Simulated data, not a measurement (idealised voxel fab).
The process module that follows is named voxel capacitor over wiring.
The figure presents cross-section cut, which has a width of 170 nm and is divided into square cells with an edge length of 5 nm.
Throughout this document, each cross-section is represented as a grid of square cells and is presented as a sequence of bands enumerated from the top downward, where a band comprises one or more rows of cells. The entry gives the band's vertical extent as a top height and a bottom height in nm, then its horizontal make-up as materials from left to right, each with a width in nm. "air" stands for empty space; a single material marked "all across" fills the band edge to edge. Where do heights start? At 0: under that level the wafer as delivered is made of one material only. And the lowest band has no floor; it just carries on downward, as in "0 nm and below". Think of "30..40" as a width that walks from the first number to the second as you go down the band, top row to bottom row, taking equal-sized steps from row to row. "remained unchanged" after a step means that no cell of the cross-section changed. If an empty space has no open way to the top and is at least 8 cells in size, "Entrapped voids" lists it, written width x height at distance, where distance is measured from the left edge and every value is in nm. On each step's line, the part that comes after the settings is the simulator's own comment on the step. The line of a step may include "overlay nm". On a step with a mask, this value is how far to the right of its planned place the mask lay. A negative value means the mask lay to the left.

Process steps - plan
| 1 | RECEIVE: material Si |
| 2 | CONFORMAL_DEP: material SiO2, thk nm 10 |
| 3 | DIRECTIONAL_DEP: material TiN, thk nm 5 |
| 4 | DIRECTIONAL_DEP: material Ru, thk nm 15 |
| 5 | MASKED_ETCH: tone cover, mask id METAL_1, width nm 25, pitch nm 80, etch materials Ru, depth nm 15, overlay nm 0 |
| 6 | MASKED_ETCH: tone cover, mask id METAL_1, width nm 25, pitch nm 80, etch materials TiN, depth nm 5, overlay nm 0 |
| 7 | CONFORMAL_DEP: material SiCN, thk nm 5 |
| 8 | FILL_DEP: material lowk, thk nm 10 |
| 9 | CMP: height nm 30 |
| 10 | CONFORMAL_DEP: material SiCN, thk nm 5 |
| 11 | DIRECTIONAL_DEP: material lowk, thk nm 15 |
| 12 | PATTERN: tone open, mask id PLUG_1, material resist, width nm 15, thk nm 15, overlay nm 0 |
| 13 | DIRECTIONAL_ETCH: etch materials lowk, depth nm 15 |
| 14 | DIRECTIONAL_ETCH: etch materials SiCN, depth nm 5 |
| 15 | STRIP: etch materials resist |
| 16 | CONFORMAL_DEP: material TiN, thk nm 5 |
| 17 | FILL_DEP: material Ru, thk nm 5 |
| 18 | CMP: height nm 50 |
| 19 | DIRECTIONAL_DEP: material TiN, thk nm 10 |
| 20 | DIRECTIONAL_DEP: material SiN, thk nm 5 |
| 21 | DIRECTIONAL_DEP: material TiN, thk nm 10 |
| 22 | PATTERN: tone cover, mask id UPPER_PLATE, material resist, width nm 60, thk nm 15, overlay nm 0 |
| 23 | DIRECTIONAL_ETCH: etch materials TiN, depth nm 10 |
| 24 | DIRECTIONAL_ETCH: etch materials SiN, depth nm 5 |
| 25 | STRIP: etch materials resist |
| 26 | DIRECTIONAL_DEP: material aC, thk nm 10 |
| 27 | PATTERN: tone cover, mask id LOWER_PLATE, material resist, width nm 70, thk nm 25, overlay nm 0 |
| 28 | DIRECTIONAL_ETCH: etch materials aC, depth nm 10 |
| 29 | STRIP: etch materials resist |
| 30 | DIRECTIONAL_ETCH: etch materials TiN, depth nm 10 |
| 31 | STRIP: etch materials aC |
| 32 | FILL_DEP: material SiO2, thk nm 15 |
| 33 | CMP: height nm 85 |
| 34 | DIRECTIONAL_DEP: material aC, thk nm 15 |
| 35 | PATTERN: tone open, mask id PLUG_2, material resist, width nm 15, thk nm 30, overlay nm 0 |
| 36 | DIRECTIONAL_ETCH: etch materials aC, depth nm 15 |
| 37 | STRIP: etch materials resist |
| 38 | DIRECTIONAL_ETCH: etch materials SiO2, depth nm 10 |
| 39 | STRIP: etch materials aC |
| 40 | CONFORMAL_DEP: material TiN, thk nm 5 |
| 41 | FILL_DEP: material Ru, thk nm 10 |
| 42 | CMP: height nm 85 |
| 43 | CONFORMAL_DEP: material SiCN, thk nm 5 |

Below: the first of two wafers, run as planned

Delivered wafer in cross-section: state after step 1
* 0 nm and below: Si all across
* Entrapped voids: none

Cross-sectional representation of the wafer at the conclusion of step 2
* 10 nm to 0 nm: SiO2 all across
* Note: structure below 0 unchanged.

Cross-sectional representation of the wafer at the conclusion of step 3
* 15 nm to 10 nm: TiN all across
* Note: structure below 10 unchanged.

Cross-sectional representation of the wafer at the conclusion of step 4
* 30 nm to 15 nm: Ru all across
* Note: structure below 15 unchanged.

Cross-sectional representation of the wafer at the conclusion of step 5
* 30 nm to 15 nm: 30 nm air; 25 nm Ru; 55 nm air; 25 nm Ru; 35 nm air
* Note: structure below 15 unchanged.

Cross-sectional representation of the wafer at the conclusion of step 6
* 30 nm to 15 nm: 30 nm air; 25 nm Ru; 55 nm air; 25 nm Ru; 35 nm air
* 15 nm to 10 nm: 30 nm air; 25 nm TiN; 55 nm air; 25 nm TiN; 35 nm air
* Note: structure below 10 unchanged.

Cross-sectional representation of the wafer at the conclusion of step 7
* 35 nm to 30 nm: 25 nm air; 35 nm SiCN; 45 nm air; 35 nm SiCN; 30 nm air
* 30 nm to 15 nm: 25 nm air; 5 nm SiCN; 25 nm Ru; 5 nm SiCN; 45 nm air; 5 nm SiCN; 25 nm Ru; 5 nm SiCN; 30 nm air
* 15 nm to 10 nm: 30 nm SiCN; 25 nm TiN; 55 nm SiCN; 25 nm TiN; 35 nm SiCN
* Note: structure below 10 unchanged.

Cross-sectional representation of the wafer at the conclusion of step 8
* 45 nm to 35 nm: lowk all across
* 35 nm to 30 nm: 25 nm lowk; 35 nm SiCN; 45 nm lowk; 35 nm SiCN; 30 nm lowk
* 30 nm to 15 nm: 25 nm lowk; 5 nm SiCN; 25 nm Ru; 5 nm SiCN; 45 nm lowk; 5 nm SiCN; 25 nm Ru; 5 nm SiCN; 30 nm lowk
* Note: structure below 15 unchanged.

Cross-sectional representation of the wafer at the conclusion of step 9
* 30 nm to 15 nm: 25 nm lowk; 5 nm SiCN; 25 nm Ru; 5 nm SiCN; 45 nm lowk; 5 nm SiCN; 25 nm Ru; 5 nm SiCN; 30 nm lowk
* Note: structure below 15 unchanged.

Cross-sectional representation of the wafer at the conclusion of step 10
* 35 nm to 30 nm: SiCN all across
* Note: structure below 30 unchanged.

Cross-sectional representation of the wafer at the conclusion of step 11
* 50 nm to 35 nm: lowk all across
* Note: structure below 35 unchanged.

Cross-sectional representation of the wafer at the conclusion of step 12
* 65 nm to 50 nm: 40 nm resist; 15 nm air; 115 nm resist
* Note: structure below 50 unchanged.

Cross-sectional representation of the wafer at the conclusion of step 13
* 65 nm to 50 nm: 40 nm resist; 15 nm air; 115 nm resist
* 50 nm to 35 nm: 40 nm lowk; 15 nm air; 115 nm lowk
* Note: structure below 35 unchanged.

Cross-sectional representation of the wafer at the conclusion of step 14
* 65 nm to 50 nm: 40 nm resist; 15 nm air; 115 nm resist
* 50 nm to 35 nm: 40 nm lowk; 15 nm air; 115 nm lowk
* 35 nm to 30 nm: 40 nm SiCN; 15 nm air; 115 nm SiCN
* Note: structure below 30 unchanged.

Cross-sectional representation of the wafer at the conclusion of step 15
* 50 nm to 35 nm: 40 nm lowk; 15 nm air; 115 nm lowk
* Note: structure below 35 unchanged.

Cross-sectional representation of the wafer at the conclusion of step 16
* 55 nm to 50 nm: 45 nm TiN; 5 nm air; 120 nm TiN
* 50 nm to 35 nm: 40 nm lowk; 5 nm TiN; 5 nm air; 5 nm TiN; 115 nm lowk
* 35 nm to 30 nm: 40 nm SiCN; 15 nm TiN; 115 nm SiCN
* Note: structure below 30 unchanged.

Cross-sectional representation of the wafer at the conclusion of step 17
* 60 nm to 55 nm: Ru all across
* 55 nm to 50 nm: 45 nm TiN; 5 nm Ru; 120 nm TiN
* 50 nm to 35 nm: 40 nm lowk; 5 nm TiN; 5 nm Ru; 5 nm TiN; 115 nm lowk
* Note: structure below 35 unchanged.

Cross-sectional representation of the wafer at the conclusion of step 18
* 50 nm to 35 nm: 40 nm lowk; 5 nm TiN; 5 nm Ru; 5 nm TiN; 115 nm lowk
* Note: structure below 35 unchanged.

Cross-sectional representation of the wafer at the conclusion of step 19
* 60 nm to 50 nm: TiN all across
* Note: structure below 50 unchanged.

Cross-sectional representation of the wafer at the conclusion of step 20
* 65 nm to 60 nm: SiN all across
* Note: structure below 60 unchanged.

Cross-sectional representation of the wafer at the conclusion of step 21
* 75 nm to 65 nm: TiN all across
* Note: structure below 65 unchanged.

Cross-sectional representation of the wafer at the conclusion of step 22
* 90 nm to 75 nm: 40 nm air; 60 nm resist; 70 nm air
* Note: structure below 75 unchanged.

Cross-sectional representation of the wafer at the conclusion of step 23
* 90 nm to 75 nm: 40 nm air; 60 nm resist; 70 nm air
* 75 nm to 65 nm: 40 nm air; 60 nm TiN; 70 nm air
* Note: structure below 65 unchanged.

Cross-sectional representation of the wafer at the conclusion of step 24
* 90 nm to 75 nm: 40 nm air; 60 nm resist; 70 nm air
* 75 nm to 65 nm: 40 nm air; 60 nm TiN; 70 nm air
* 65 nm to 60 nm: 40 nm air; 60 nm SiN; 70 nm air
* Note: structure below 60 unchanged.

Cross-sectional representation of the wafer at the conclusion of step 25
* 75 nm to 65 nm: 40 nm air; 60 nm TiN; 70 nm air
* Note: structure below 65 unchanged.

Cross-sectional representation of the wafer at the conclusion of step 26
* 85 nm to 75 nm: 40 nm air; 60 nm aC; 70 nm air
* 75 nm to 70 nm: 40 nm air; 60 nm TiN; 70 nm air
* 70 nm to 65 nm: 40 nm aC; 60 nm TiN; 70 nm aC
* 65 nm to 60 nm: 40 nm aC; 60 nm SiN; 70 nm aC
* Note: structure below 60 unchanged.

Cross-sectional representation of the wafer at the conclusion of step 27
* 110 nm to 85 nm: 35 nm air; 70 nm resist; 65 nm air
* 85 nm to 75 nm: 35 nm air; 5 nm resist; 60 nm aC; 5 nm resist; 65 nm air
* 75 nm to 70 nm: 35 nm air; 5 nm resist; 60 nm TiN; 5 nm resist; 65 nm air
* Note: structure below 70 unchanged.

Cross-sectional representation of the wafer at the conclusion of step 28
* 100 nm to 85 nm: 35 nm air; 70 nm resist; 65 nm air
* 85 nm to 75 nm: 35 nm air; 5 nm resist; 60 nm aC; 5 nm resist; 65 nm air
* 75 nm to 70 nm: 35 nm air; 5 nm resist; 60 nm TiN; 5 nm resist; 65 nm air
* 70 nm to 65 nm: 35 nm air; 5 nm aC; 60 nm TiN; 5 nm aC; 65 nm air
* 65 nm to 60 nm: 35 nm air; 5 nm aC; 60 nm SiN; 5 nm aC; 65 nm air
* Note: structure below 60 unchanged.

Cross-sectional representation of the wafer at the conclusion of step 29
* 85 nm to 75 nm: 40 nm air; 60 nm aC; 70 nm air
* 75 nm to 70 nm: 40 nm air; 60 nm TiN; 70 nm air
* Note: structure below 70 unchanged.

Cross-sectional representation of the wafer at the conclusion of step 30
* 85 nm to 75 nm: 40 nm air; 60 nm aC; 70 nm air
* 75 nm to 70 nm: 40 nm air; 60 nm TiN; 70 nm air
* 70 nm to 65 nm: 35 nm air; 5 nm aC; 60 nm TiN; 5 nm aC; 65 nm air
* 65 nm to 60 nm: 35 nm air; 5 nm aC; 60 nm SiN; 5 nm aC; 65 nm air
* 60 nm to 50 nm: 35 nm air; 70 nm TiN; 65 nm air
* Note: structure below 50 unchanged.

Cross-sectional representation of the wafer at the conclusion of step 31
* 75 nm to 65 nm: 40 nm air; 60 nm TiN; 70 nm air
* 65 nm to 60 nm: 40 nm air; 60 nm SiN; 70 nm air
* Note: structure below 60 unchanged.

Cross-sectional representation of the wafer at the conclusion of step 32
* 90 nm to 75 nm: SiO2 all across
* 75 nm to 65 nm: 40 nm SiO2; 60 nm TiN; 70 nm SiO2
* 65 nm to 60 nm: 40 nm SiO2; 60 nm SiN; 70 nm SiO2
* 60 nm to 50 nm: 35 nm SiO2; 70 nm TiN; 65 nm SiO2
* Note: structure below 50 unchanged.

Cross-sectional representation of the wafer at the conclusion of step 33
* 85 nm to 75 nm: SiO2 all across
* Note: structure below 75 unchanged.

Cross-sectional representation of the wafer at the conclusion of step 34
* 100 nm to 85 nm: aC all across
* Note: structure below 85 unchanged.

Cross-sectional representation of the wafer at the conclusion of step 35
* 130 nm to 100 nm: 50 nm resist; 15 nm air; 105 nm resist
* Note: structure below 100 unchanged.

Cross-sectional representation of the wafer at the conclusion of step 36
* 115 nm to 100 nm: 50 nm resist; 15 nm air; 105 nm resist
* 100 nm to 85 nm: 50 nm aC; 15 nm air; 105 nm aC
* Note: structure below 85 unchanged.

Cross-sectional representation of the wafer at the conclusion of step 37
* 100 nm to 85 nm: 50 nm aC; 15 nm air; 105 nm aC
* Note: structure below 85 unchanged.

Cross-sectional representation of the wafer at the conclusion of step 38
* 100 nm to 85 nm: 50 nm aC; 15 nm air; 105 nm aC
* 85 nm to 75 nm: 50 nm SiO2; 15 nm air; 105 nm SiO2
* Note: structure below 75 unchanged.

Cross-sectional representation of the wafer at the conclusion of step 39
* 85 nm to 75 nm: 50 nm SiO2; 15 nm air; 105 nm SiO2
* Note: structure below 75 unchanged.

Cross-sectional representation of the wafer at the conclusion of step 40
* 90 nm to 85 nm: 55 nm TiN; 5 nm air; 110 nm TiN
* 85 nm to 80 nm: 50 nm SiO2; 5 nm TiN; 5 nm air; 5 nm TiN; 105 nm SiO2
* 80 nm to 75 nm: 50 nm SiO2; 15 nm TiN; 105 nm SiO2
* Note: structure below 75 unchanged.

Cross-sectional representation of the wafer at the conclusion of step 41
* 100 nm to 90 nm: Ru all across
* 90 nm to 85 nm: 55 nm TiN; 5 nm Ru; 110 nm TiN
* 85 nm to 80 nm: 50 nm SiO2; 5 nm TiN; 5 nm Ru; 5 nm TiN; 105 nm SiO2
* Note: structure below 80 unchanged.

Cross-sectional representation of the wafer at the conclusion of step 42
* 85 nm to 80 nm: 50 nm SiO2; 5 nm TiN; 5 nm Ru; 5 nm TiN; 105 nm SiO2
* Note: structure below 80 unchanged.

Cross-sectional representation of the wafer at the conclusion of step 43
* 90 nm to 85 nm: SiCN all across
* Note: structure below 85 unchanged.

Second wafer. Start and plan as for the first. One mistake made in running. Agrees with the first up to and including step 19

Second wafer at the planned finish of step 20, seen in cross-section: remained unchanged

Second wafer at the planned finish of step 21, seen in cross-section
* 70 nm to 50 nm: TiN all across
* Note: structure below 50 unchanged.

Second wafer at the planned finish of step 22, seen in cross-section
* 85 nm to 70 nm: 40 nm air; 60 nm resist; 70 nm air
* Note: structure below 70 unchanged.

Second wafer at the planned finish of step 23, seen in cross-section
* 85 nm to 70 nm: 40 nm air; 60 nm resist; 70 nm air
* 70 nm to 60 nm: 40 nm air; 60 nm TiN; 70 nm air
* Note: structure below 60 unchanged.

Second wafer at the planned finish of step 24, seen in cross-section: remained unchanged

Second wafer at the planned finish of step 25, seen in cross-section
* 70 nm to 60 nm: 40 nm air; 60 nm TiN; 70 nm air
* Note: structure below 60 unchanged.

Second wafer at the planned finish of step 26, seen in cross-section
* 80 nm to 70 nm: 40 nm air; 60 nm aC; 70 nm air
* 70 nm to 60 nm: 40 nm aC; 60 nm TiN; 70 nm aC
* Note: structure below 60 unchanged.

Second wafer at the planned finish of step 27, seen in cross-section
* 105 nm to 80 nm: 35 nm air; 70 nm resist; 65 nm air
* 80 nm to 70 nm: 35 nm air; 5 nm resist; 60 nm aC; 5 nm resist; 65 nm air
* Note: structure below 70 unchanged.

Second wafer at the planned finish of step 28, seen in cross-section
* 95 nm to 80 nm: 35 nm air; 70 nm resist; 65 nm air
* 80 nm to 70 nm: 35 nm air; 5 nm resist; 60 nm aC; 5 nm resist; 65 nm air
* 70 nm to 60 nm: 35 nm air; 5 nm aC; 60 nm TiN; 5 nm aC; 65 nm air
* Note: structure below 60 unchanged.

Second wafer at the planned finish of step 29, seen in cross-section
* 80 nm to 70 nm: 40 nm air; 60 nm aC; 70 nm air
* Note: structure below 70 unchanged.

Second wafer at the planned finish of step 30, seen in cross-section
* 80 nm to 70 nm: 40 nm air; 60 nm aC; 70 nm air
* 70 nm to 60 nm: 35 nm air; 5 nm aC; 60 nm TiN; 5 nm aC; 65 nm air
* 60 nm to 50 nm: 35 nm air; 70 nm TiN; 65 nm air
* Note: structure below 50 unchanged.

Second wafer at the planned finish of step 31, seen in cross-section
* 70 nm to 60 nm: 40 nm air; 60 nm TiN; 70 nm air
* Note: structure below 60 unchanged.

Second wafer at the planned finish of step 32, seen in cross-section
* 85 nm to 70 nm: SiO2 all across
* 70 nm to 60 nm: 40 nm SiO2; 60 nm TiN; 70 nm SiO2
* 60 nm to 50 nm: 35 nm SiO2; 70 nm TiN; 65 nm SiO2
* Note: structure below 50 unchanged.

Second wafer at the planned finish of step 33, seen in cross-section: remained unchanged

Second wafer at the planned finish of step 34, seen in cross-section
* 100 nm to 85 nm: aC all across
* Note: structure below 85 unchanged.

Second wafer at the planned finish of step 35, seen in cross-section
* 130 nm to 100 nm: 50 nm resist; 15 nm air; 105 nm resist
* Note: structure below 100 unchanged.

Second wafer at the planned finish of step 36, seen in cross-section
* 115 nm to 100 nm: 50 nm resist; 15 nm air; 105 nm resist
* 100 nm to 85 nm: 50 nm aC; 15 nm air; 105 nm aC
* Note: structure below 85 unchanged.

Second wafer at the planned finish of step 37, seen in cross-section
* 100 nm to 85 nm: 50 nm aC; 15 nm air; 105 nm aC
* Note: structure below 85 unchanged.

Second wafer at the planned finish of step 38, seen in cross-section
* 100 nm to 85 nm: 50 nm aC; 15 nm air; 105 nm aC
* 85 nm to 75 nm: 50 nm SiO2; 15 nm air; 105 nm SiO2
* Note: structure below 75 unchanged.

Second wafer at the planned finish of step 39, seen in cross-section
* 85 nm to 75 nm: 50 nm SiO2; 15 nm air; 105 nm SiO2
* Note: structure below 75 unchanged.

Second wafer at the planned finish of step 40, seen in cross-section
* 90 nm to 85 nm: 55 nm TiN; 5 nm air; 110 nm TiN
* 85 nm to 80 nm: 50 nm SiO2; 5 nm TiN; 5 nm air; 5 nm TiN; 105 nm SiO2
* 80 nm to 75 nm: 50 nm SiO2; 15 nm TiN; 105 nm SiO2
* Note: structure below 75 unchanged.

Second wafer at the planned finish of step 41, seen in cross-section
* 100 nm to 90 nm: Ru all across
* 90 nm to 85 nm: 55 nm TiN; 5 nm Ru; 110 nm TiN
* 85 nm to 80 nm: 50 nm SiO2; 5 nm TiN; 5 nm Ru; 5 nm TiN; 105 nm SiO2
* Note: structure below 80 unchanged.

Second wafer at the planned finish of step 42, seen in cross-section
* 85 nm to 80 nm: 50 nm SiO2; 5 nm TiN; 5 nm Ru; 5 nm TiN; 105 nm SiO2
* Note: structure below 80 unchanged.

Second wafer at the planned finish of step 43, seen in cross-section
* 90 nm to 85 nm: SiCN all across
* Note: structure below 85 unchanged.
What broke from the plan during processing? the plan's step 20 went unexecuted, having been skipped
Heads up, by the end the second wafer has more or fewer cells of some materials compared to the first: -12 SiN | +12 SiO2
